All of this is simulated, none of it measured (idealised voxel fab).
The document below concerns the process module designated voxel trench capacitor.
The figure presents cross-section cut, which has a width of 275 nm and is divided into square cells with an edge length of 5 nm.
When this document writes out a cross-section, it uses a grid of square cells and lists it as bands, beginning at the top and moving down, with a band standing for one or more rows of cells. The band entry comprises the height of the band's top followed by the height of its bottom, expressed in nm, and subsequently the band's materials from left to right, each stated together with its width in nm. Where a single material is marked with the word "full width", that material fills the band from edge to edge. The word "empty" represents empty space. Convention: height 0 is the level below which the wafer, as received, is all one material. The lowest band does not terminate at the bottom but continues downward, represented as "0 and below". The two numbers in a width such as "30 to 40" mark its ends across the band: the first belongs to the top row of cells, the second to the bottom row, and from each row to the next the width moves by the same amount. "no change" after a step means that no cell of the cross-section changed. "Voids, fully enclosed" specifies each empty space that is not open to the top and that occupies no fewer than 8 cells, using the form width x height at distance, the distance measured from the left edge and all three quantities in nm. That trailing text on a step's line, after the settings, is the simulator's own remark on the step. overlay nm: how far to the right of its planned place the mask lay on this masked step (negative: to the left).

List of planned process steps
1: RECEIVE, material Si
2: CONFORMAL_DEP, material SiN, thk nm 5
3: PATTERN, tone open, mask id TRENCH, material resist, width nm 20, pitch nm 50, thk nm 15, overlay nm 0
4: DIRECTIONAL_ETCH, etch materials SiN, depth nm 5
5: DIRECTIONAL_ETCH, etch materials Si, depth nm 25
6: STRIP, etch materials resist
7: CONFORMAL_DEP, material HfO2, thk nm 5
8: CONFORMAL_DEP, material TiN, thk nm 5
9: FILL_DEP, material W, thk nm 10
10: CMP, height nm 5
Across this set of wafers, the varied parameter is the width nm of step 3. Starting conditions are identical for every wafer, and the plan reports the value assigned to the first wafer.

First wafer of several, as received: cross-section after step 1
  0 and below: Si full width
  Voids, fully enclosed: none

Each row below is a wafer at the end of the module, listing for every material the number of cells it has gained (+) or lost (-) since it was received, followed by its closed voids
width nm 20; +28 HfO2; -40 Si; +47 SiN; +20 TiN; Voids, fully enclosed: none
width nm 25; +30 HfO2; -50 Si; +45 SiN; +22 TiN; +8 W; Voids, fully enclosed: none
width nm 30; +32 HfO2; -60 Si; +43 SiN; +24 TiN; +16 W; Voids, fully enclosed: none
width nm 35; +34 HfO2; -70 Si; +41 SiN; +26 TiN; +24 W; Voids, fully enclosed: none
